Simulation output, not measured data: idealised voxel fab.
process module | voxel ribs on slabs
cross-section cut | 140 nm wide | cells 5 nm
A cross-section is a grid of square cells, given in bands from the top down. A band is one or more rows of cells.
Each band's line starts with the height of the band's top and of its bottom, in nm. Then come its materials from left to right, each with its width in nm. One material with "throughout" fills the band from edge to edge. "air" is empty space.
Height 0 is the level under which the wafer as received is all one material. The lowest band goes on downwards, as in "0 down".
A width such as "30 to 40" changes by the same amount from each row of cells to the next, from the band's top row to its bottom row.
"no change" after a step means that no cell of the cross-section changed.
closed voids: empty space of 8 cells or more with no open way to the top, each as width x height at its distance from the left edge, in nm
after a step's settings: what the simulator itself notes on the step
overlay nm, on a step with a mask: how far to the right of its planned place the mask lay; to the left if negative
plan
1 op RECEIVE | material Si
2 op DIRECTIONAL_DEP | material SiO2 | thk nm 30
3 op DIRECTIONAL_DEP | material SiN | thk nm 20
4 op DIRECTIONAL_DEP | material aC | thk nm 15
5 op PATTERN | tone cover | mask id RIB | material resist | width nm 20 | thk nm 35 | overlay nm 0
6 op DIRECTIONAL_ETCH | etch materials aC | depth nm 15
7 op STRIP | etch materials resist
8 op DIRECTIONAL_ETCH | etch materials SiN | depth nm 10
9 op STRIP | etch materials aC
10 op DIRECTIONAL_DEP | material aC | thk nm 15
11 op PATTERN | tone cover | mask id SLAB | material resist | width nm 50 | thk nm 35 | overlay nm 0
12 op DIRECTIONAL_ETCH | etch materials aC | depth nm 15
13 op STRIP | etch materials resist
14 op DIRECTIONAL_ETCH | etch materials SiN | depth nm 10
15 op STRIP | etch materials aC
16 op FILL_DEP | material SiO2 | thk nm 25
17 op CMP | height nm 65
18 op DIRECTIONAL_DEP | material TiN | thk nm 5
19 op DIRECTIONAL_DEP | material aC | thk nm 10
20 op PATTERN | tone cover | mask id HEATER | material resist | width nm 30 | thk nm 25 | overlay nm 0
21 op DIRECTIONAL_ETCH | etch materials aC | depth nm 10
22 op STRIP | etch materials resist
23 op DIRECTIONAL_ETCH | etch materials TiN | depth nm 5
24 op STRIP | etch materials aC
25 op CONFORMAL_DEP | material SiN | thk nm 10
as received, after step 1
  0 down: Si throughout
  closed voids: none
a wafer at the end: this start, this plan, one mistake
  70 to 65: air 55 | TiN 30 | air 55
  65 to 50: SiO2 throughout
  50 to 40: SiO2 60 | SiN 20 | SiO2 60
  40 to 30: SiO2 45 | SiN 50 | SiO2 45
  30 to 0: SiO2 throughout
  0 down: Si throughout
  closed voids: none
what went wrong: step 25 was left out
